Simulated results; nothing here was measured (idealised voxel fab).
Herein follows the process module entitled voxel self aligned contacts.
It is cross-section cut that appears here, measuring 225 nm in width, its square cells being 5 nm in size.
Think of the cross-section as a grid of square cells. We describe it in bands, top to bottom, and each band covers one or more rows of those cells. Band: top and bottom heights (nm) first, top before bottom; then materials from left to right, widths in nm. "edge to edge" marks a sole material filling the band edge to edge. "empty" denotes empty space. Heights are expressed relative to 0, this being the level below which the as-received wafer comprises one material exclusively. The lowest band is unbounded in the downward direction and is denoted as in "top 0, no bottom". Top row gets the first number, bottom row gets the second, and each row in between changes by the same step: that is how a band width like "30..40" works. For the purposes of this document, the phrase "no alterations made" attached to a step denotes that no cell within the cross-section was modified by that step. Closed empty spaces (no open way to the top) of 8 cells or more are what "Closed void entries" lists, each as width x height at distance from the left edge, nm for all three. after a step's settings: what the simulator itself notes on the step. overlay nm, on a step with a mask: how far to the right of its planned place the mask lay; to the left if negative.

[Steps in the process plan]
1 RECEIVE (material Si)
2 OXIDIZE (depth nm 5)
3 DIRECTIONAL_DEP (material polySi; thk nm 30)
4 DIRECTIONAL_DEP (material SiN; thk nm 25)
5 MASKED_ETCH (tone cover; mask id GATE; width nm 30; pitch nm 75; etch materials SiN; depth nm 25; overlay nm 0)
6 MASKED_ETCH (tone cover; mask id GATE; width nm 30; pitch nm 75; etch materials polySi; depth nm 30; overlay nm 0)
7 CONFORMAL_DEP (material SiN; thk nm 10)
8 DIRECTIONAL_ETCH (etch materials SiN; depth nm 10)
9 FILL_DEP (material SiO2; thk nm 10)
10 CMP (height nm 60)
11 PATTERN (tone open; mask id CONTACT; material resist; width nm 55; pitch nm 75; thk nm 15; overlay nm 0)
12 DIRECTIONAL_ETCH (etch materials SiO2; depth nm 65)
13 STRIP (etch materials resist)
14 CONFORMAL_DEP (material TiN; thk nm 5)
15 FILL_DEP (material Ru; thk nm 5)
16 CMP (height nm 60)
17 CONFORMAL_DEP (material SiCN; thk nm 5)

[First wafer out of two, processed as planned]

[Cross-section of the wafer as it came to us, i.e., already through step 1]
* top 0, no bottom  Si edge to edge
* Closed void entries: none

[Step 2 complete: cross-section through the wafer]
* top 0, bottom -5  SiO2 edge to edge
* Lower than -5, everything is as it was.

[Step 3 complete: cross-section through the wafer]
* top 30, bottom 0  polySi edge to edge
* Lower than 0, everything is as it was.

[Step 4 complete: cross-section through the wafer]
* top 55, bottom 30  SiN edge to edge
* Lower than 30, everything is as it was.

[Step 5 complete: cross-section through the wafer]
* top 55, bottom 30  empty: 20 / SiN: 30 / empty: 45 / SiN: 30 / empty: 45 / SiN: 30 / empty: 25
* Lower than 30, everything is as it was.

[Step 6 complete: cross-section through the wafer]
* top 55, bottom 30  empty: 20 / SiN: 30 / empty: 45 / SiN: 30 / empty: 45 / SiN: 30 / empty: 25
* top 30, bottom 0  empty: 20 / polySi: 30 / empty: 45 / polySi: 30 / empty: 45 / polySi: 30 / empty: 25
* Lower than 0, everything is as it was.

[Step 7 complete: cross-section through the wafer]
* top 65, bottom 30  empty: 10 / SiN: 50 / empty: 25 / SiN: 50 / empty: 25 / SiN: 50 / empty: 15
* top 30, bottom 10  empty: 10 / SiN: 10 / polySi: 30 / SiN: 10 / empty: 25 / SiN: 10 / polySi: 30 / SiN: 10 / empty: 25 / SiN: 10 / polySi: 30 / SiN: 10 / empty: 15
* top 10, bottom 0  SiN: 20 / polySi: 30 / SiN: 45 / polySi: 30 / SiN: 45 / polySi: 30 / SiN: 25
* Lower than 0, everything is as it was.

[Step 8 complete: cross-section through the wafer]
* top 55, bottom 30  empty: 10 / SiN: 50 / empty: 25 / SiN: 50 / empty: 25 / SiN: 50 / empty: 15
* top 30, bottom 0  empty: 10 / SiN: 10 / polySi: 30 / SiN: 10 / empty: 25 / SiN: 10 / polySi: 30 / SiN: 10 / empty: 25 / SiN: 10 / polySi: 30 / SiN: 10 / empty: 15
* Lower than 0, everything is as it was.

[Step 9 complete: cross-section through the wafer]
* top 65, bottom 55  SiO2 edge to edge
* top 55, bottom 30  SiO2: 10 / SiN: 50 / SiO2: 25 / SiN: 50 / SiO2: 25 / SiN: 50 / SiO2: 15
* top 30, bottom 0  SiO2: 10 / SiN: 10 / polySi: 30 / SiN: 10 / SiO2: 25 / SiN: 10 / polySi: 30 / SiN: 10 / SiO2: 25 / SiN: 10 / polySi: 30 / SiN: 10 / SiO2: 15
* Lower than 0, everything is as it was.

[Step 10 complete: cross-section through the wafer]
* top 60, bottom 55  SiO2 edge to edge
* Lower than 55, everything is as it was.

[Step 11 complete: cross-section through the wafer]
* top 75, bottom 60  resist: 45 / empty: 55 / resist: 20 / empty: 55 / resist: 50
* Lower than 60, everything is as it was.

[Step 12 complete: cross-section through the wafer]
* top 75, bottom 60  resist: 45 / empty: 55 / resist: 20 / empty: 55 / resist: 50
* top 60, bottom 55  SiO2: 45 / empty: 55 / SiO2: 20 / empty: 55 / SiO2: 50
* top 55, bottom 30  SiO2: 10 / SiN: 50 / empty: 25 / SiN: 50 / empty: 25 / SiN: 50 / SiO2: 15
* top 30, bottom 0  SiO2: 10 / SiN: 10 / polySi: 30 / SiN: 10 / empty: 25 / SiN: 10 / polySi: 30 / SiN: 10 / empty: 25 / SiN: 10 / polySi: 30 / SiN: 10 / SiO2: 15
* top 0, bottom -5  SiO2: 60 / empty: 25 / SiO2: 50 / empty: 25 / SiO2: 65
* Lower than -5, everything is as it was.

[Step 13 complete: cross-section through the wafer]
* top 60, bottom 55  SiO2: 45 / empty: 55 / SiO2: 20 / empty: 55 / SiO2: 50
* Lower than 55, everything is as it was.

[Step 14 complete: cross-section through the wafer]
* top 65, bottom 60  TiN: 50 / empty: 45 / TiN: 30 / empty: 45 / TiN: 55
* top 60, bottom 55  SiO2: 45 / TiN: 20 / empty: 15 / TiN: 20 / SiO2: 20 / TiN: 20 / empty: 15 / TiN: 20 / SiO2: 50
* top 55, bottom 30  SiO2: 10 / SiN: 50 / TiN: 5 / empty: 15 / TiN: 5 / SiN: 50 / TiN: 5 / empty: 15 / TiN: 5 / SiN: 50 / SiO2: 15
* top 30, bottom 0  SiO2: 10 / SiN: 10 / polySi: 30 / SiN: 10 / TiN: 5 / empty: 15 / TiN: 5 / SiN: 10 / polySi: 30 / SiN: 10 / TiN: 5 / empty: 15 / TiN: 5 / SiN: 10 / polySi: 30 / SiN: 10 / SiO2: 15
* top 0, bottom -5  SiO2: 60 / TiN: 25 / SiO2: 50 / TiN: 25 / SiO2: 65
* Lower than -5, everything is as it was.

[Step 15 complete: cross-section through the wafer]
* top 70, bottom 65  Ru edge to edge
* top 65, bottom 60  TiN: 50 / Ru: 45 / TiN: 30 / Ru: 45 / TiN: 55
* top 60, bottom 55  SiO2: 45 / TiN: 20 / Ru: 15 / TiN: 20 / SiO2: 20 / TiN: 20 / Ru: 15 / TiN: 20 / SiO2: 50
* top 55, bottom 30  SiO2: 10 / SiN: 50 / TiN: 5 / Ru: 15 / TiN: 5 / SiN: 50 / TiN: 5 / Ru: 15 / TiN: 5 / SiN: 50 / SiO2: 15
* top 30, bottom 0  SiO2: 10 / SiN: 10 / polySi: 30 / SiN: 10 / TiN: 5 / Ru: 15 / TiN: 5 / SiN: 10 / polySi: 30 / SiN: 10 / TiN: 5 / Ru: 15 / TiN: 5 / SiN: 10 / polySi: 30 / SiN: 10 / SiO2: 15
* Lower than 0, everything is as it was.

[Step 16 complete: cross-section through the wafer]
* top 60, bottom 55  SiO2: 45 / TiN: 20 / Ru: 15 / TiN: 20 / SiO2: 20 / TiN: 20 / Ru: 15 / TiN: 20 / SiO2: 50
* Lower than 55, everything is as it was.

[Step 17 complete: cross-section through the wafer]
* top 65, bottom 60  SiCN edge to edge
* Lower than 60, everything is as it was.

[What follows concerns the second wafer, which started out like the first and was meant to follow the very same plan; one mistake crept in when it was run, but everything up to and including step 10 is the same as for the first wafer]

[Cross-section of the second wafer when, according to plan, step 11 should have finished]
* top 75, bottom 60  resist: 50 / empty: 50 / resist: 25 / empty: 50 / resist: 50
* Lower than 60, everything is as it was.

[Cross-section of the second wafer when, according to plan, step 12 should have finished]
* top 75, bottom 60  resist: 50 / empty: 50 / resist: 25 / empty: 50 / resist: 50
* top 60, bottom 55  SiO2: 50 / empty: 50 / SiO2: 25 / empty: 50 / SiO2: 50
* top 55, bottom 30  SiO2: 10 / SiN: 50 / empty: 25 / SiN: 50 / empty: 25 / SiN: 50 / SiO2: 15
* top 30, bottom 0  SiO2: 10 / SiN: 10 / polySi: 30 / SiN: 10 / empty: 25 / SiN: 10 / polySi: 30 / SiN: 10 / empty: 25 / SiN: 10 / polySi: 30 / SiN: 10 / SiO2: 15
* top 0, bottom -5  SiO2: 60 / empty: 25 / SiO2: 50 / empty: 25 / SiO2: 65
* Lower than -5, everything is as it was.

[Cross-section of the second wafer when, according to plan, step 13 should have finished]
* top 60, bottom 55  SiO2: 50 / empty: 50 / SiO2: 25 / empty: 50 / SiO2: 50
* Lower than 55, everything is as it was.

[Cross-section of the second wafer when, according to plan, step 14 should have finished]
* top 65, bottom 60  TiN: 55 / empty: 40 / TiN: 35 / empty: 40 / TiN: 55
* top 60, bottom 55  SiO2: 50 / TiN: 15 / empty: 15 / TiN: 20 / SiO2: 25 / TiN: 15 / empty: 15 / TiN: 20 / SiO2: 50
* top 55, bottom 30  SiO2: 10 / SiN: 50 / TiN: 5 / empty: 15 / TiN: 5 / SiN: 50 / TiN: 5 / empty: 15 / TiN: 5 / SiN: 50 / SiO2: 15
* top 30, bottom 0  SiO2: 10 / SiN: 10 / polySi: 30 / SiN: 10 / TiN: 5 / empty: 15 / TiN: 5 / SiN: 10 / polySi: 30 / SiN: 10 / TiN: 5 / empty: 15 / TiN: 5 / SiN: 10 / polySi: 30 / SiN: 10 / SiO2: 15
* top 0, bottom -5  SiO2: 60 / TiN: 25 / SiO2: 50 / TiN: 25 / SiO2: 65
* Lower than -5, everything is as it was.

[Cross-section of the second wafer when, according to plan, step 15 should have finished]
* top 70, bottom 65  Ru edge to edge
* top 65, bottom 60  TiN: 55 / Ru: 40 / TiN: 35 / Ru: 40 / TiN: 55
* top 60, bottom 55  SiO2: 50 / TiN: 15 / Ru: 15 / TiN: 20 / SiO2: 25 / TiN: 15 / Ru: 15 / TiN: 20 / SiO2: 50
* top 55, bottom 30  SiO2: 10 / SiN: 50 / TiN: 5 / Ru: 15 / TiN: 5 / SiN: 50 / TiN: 5 / Ru: 15 / TiN: 5 / SiN: 50 / SiO2: 15
* top 30, bottom 0  SiO2: 10 / SiN: 10 / polySi: 30 / SiN: 10 / TiN: 5 / Ru: 15 / TiN: 5 / SiN: 10 / polySi: 30 / SiN: 10 / TiN: 5 / Ru: 15 / TiN: 5 / SiN: 10 / polySi: 30 / SiN: 10 / SiO2: 15
* Lower than 0, everything is as it was.

[Cross-section of the second wafer when, according to plan, step 16 should have finished]
* top 60, bottom 55  SiO2: 50 / TiN: 15 / Ru: 15 / TiN: 20 / SiO2: 25 / TiN: 15 / Ru: 15 / TiN: 20 / SiO2: 50
* Lower than 55, everything is as it was.

[Cross-section of the second wafer when, according to plan, step 17 should have finished]
* top 65, bottom 60  SiCN edge to edge
* Lower than 60, everything is as it was.
In executing the process, a mistake was made relative to the plan: heads up, step 11 didn't go per plan, it actually ran as PATTERN (tone open; mask id CONTACT; material resist; width nm 50; pitch nm 75; thk nm 15; overlay nm 0)
Final comparison by cell count, materials where the second wafer has more or fewer than the first: +2 SiO2, -2 TiN
